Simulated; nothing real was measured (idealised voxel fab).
You're looking at the process module voxel wiring stack.
Xsec cut, 205 nm wide, square cell size 5 nm.
Square cells in a grid make up a cross-section in this document, and the grid is given as bands, listed from the top down, each one or more rows of cells.
Within each band entry, the heights of the top and of the bottom of the band appear first, in that order and in nm; the materials of the band then follow from left to right, each with its corresponding width in nm. The designation "everywhere" on a single material indicates that it fills the band from edge to edge; the designation "air" indicates empty space.
Note: height 0 marks the level under which the wafer is uniformly one material as received. Lowest band unbounded below, written "0 and below".
The width entry "30..40" should be interpreted row by row: the top row of cells in the band takes the first number, the bottom row takes the second number, and the change between adjacent rows is uniform throughout.
Reading "remained unchanged" for a step: not a cell of the cross-section changed in it.
The entry "Sealed-off cavities" lists the empty spaces that cover at least 8 cells and have no open path to the top. Each is written as width x height at distance, where the distance is measured from the left edge and all three values are in nm.
Formally, on a step line, whatever follows the settings is a remark that the simulator itself makes on the step.
When a step includes a mask, the "overlay nm" setting on its line states how far to the right of its planned place that mask lay, and negative values state how far to the left.
Process steps - plan:
1. RECEIVE, material Si
2. CONFORMAL_DEP, material SiO2, thk nm 10
3. DIRECTIONAL_DEP, material TiN, thk nm 5
4. DIRECTIONAL_DEP, material Ru, thk nm 15
5. DIRECTIONAL_DEP, material aC, thk nm 15
6. PATTERN, tone cover, mask id METAL_1, material resist, width nm 30, pitch nm 60, thk nm 35, overlay nm 0
7. DIRECTIONAL_ETCH, etch materials aC, depth nm 15
8. STRIP, etch materials resist
9. DIRECTIONAL_ETCH, etch materials Ru, depth nm 15
10. DIRECTIONAL_ETCH, etch materials TiN, depth nm 5
11. STRIP, etch materials aC
12. FILL_DEP, material lowk, thk nm 5
13. CMP, height nm 30
14. CONFORMAL_DEP, material SiCN, thk nm 5
15. DIRECTIONAL_DEP, material lowk, thk nm 25
16. PATTERN, tone open, mask id METAL_2, material resist, width nm 30, pitch nm 60, thk nm 20, overlay nm 0
17. DIRECTIONAL_ETCH, etch materials lowk, depth nm 15
18. STRIP, etch materials resist
19. PATTERN, tone open, mask id METAL_2_HOLES, material resist, width nm 15, pitch nm 60, thk nm 20, overlay nm 0
20. DIRECTIONAL_ETCH, etch materials lowk, depth nm 10
21. DIRECTIONAL_ETCH, etch materials SiCN, depth nm 5
22. STRIP, etch materials resist
23. CONFORMAL_DEP, material TiN, thk nm 5
24. FILL_DEP, material Ru, thk nm 5
25. CMP, height nm 60
26. CONFORMAL_DEP, material SiCN, thk nm 5
27. DIRECTIONAL_DEP, material SiO2, thk nm 10
28. PATTERN, tone open, mask id PLUG_2, material resist, width nm 15, pitch nm 60, thk nm 20, overlay nm 0
29. DIRECTIONAL_ETCH, etch materials SiO2, depth nm 10
30. DIRECTIONAL_ETCH, etch materials SiCN, depth nm 5
31. STRIP, etch materials resist
32. CONFORMAL_DEP, material TiN, thk nm 5
33. FILL_DEP, material W, thk nm 5
34. CMP, height nm 75
35. CONFORMAL_DEP, material SiN, thk nm 5
36. DIRECTIONAL_DEP, material lowk, thk nm 20
37. DIRECTIONAL_DEP, material aC, thk nm 15
38. PATTERN, tone open, mask id METAL_3, material resist, width nm 30, pitch nm 60, thk nm 30, overlay nm 0
39. DIRECTIONAL_ETCH, etch materials aC, depth nm 15
40. STRIP, etch materials resist
41. DIRECTIONAL_ETCH, etch materials lowk, depth nm 20
42. DIRECTIONAL_ETCH, etch materials SiN, depth nm 5
43. STRIP, etch materials aC
44. CONFORMAL_DEP, material TiN, thk nm 5
45. FILL_DEP, material Ru, thk nm 5
46. CMP, height nm 100
47. CONFORMAL_DEP, material SiN, thk nm 5
Cross-section, incoming material, after step 1:
- 0 and below = Si everywhere
- Sealed-off cavities: none
Same starting wafer, same plan as above, one mistake in the execution; this is the cross-section at the end of the module:
- 105 down to 100 = SiN everywhere
- 100 down to 80 = lowk=55, then TiN=5, then SiO2=20, then TiN=5, then lowk=30, then TiN=5, then SiO2=20, then TiN=5, then lowk=60
- 80 down to 75 = SiN=55, then TiN=30, then SiN=30, then TiN=30, then SiN=60
- 75 down to 65 = SiO2=55, then TiN=5, then W=5, then TiN=5, then SiO2=45, then TiN=5, then W=5, then TiN=5, then SiO2=75
- 65 down to 60 = SiCN=55, then TiN=15, then SiCN=45, then TiN=15, then SiCN=75
- 60 down to 50 = lowk=55, then TiN=5, then Ru=20, then TiN=5, then lowk=30, then TiN=5, then Ru=20, then TiN=5, then lowk=60
- 50 down to 45 = lowk=55, then TiN=5, then Ru=5, then TiN=20, then lowk=30, then TiN=5, then Ru=5, then TiN=20, then lowk=60
- 45 down to 35 = lowk=55, then TiN=5, then Ru=5, then TiN=5, then lowk=45, then TiN=5, then Ru=5, then TiN=5, then lowk=75
- 35 down to 30 = SiCN=55, then TiN=15, then SiCN=45, then TiN=15, then SiCN=75
- 30 down to 15 = lowk=55, then Ru=30, then lowk=30, then Ru=30, then lowk=60
- 15 down to 10 = lowk=55, then TiN=30, then lowk=30, then TiN=30, then lowk=60
- 10 down to 0 = SiO2 everywhere
- 0 and below = Si everywhere
- Sealed-off cavities: none
Deviation from plan: it should be noted that step 45 was executed with settings other than those planned, the operation and settings actually applied being FILL_DEP, material SiO2, thk nm 5
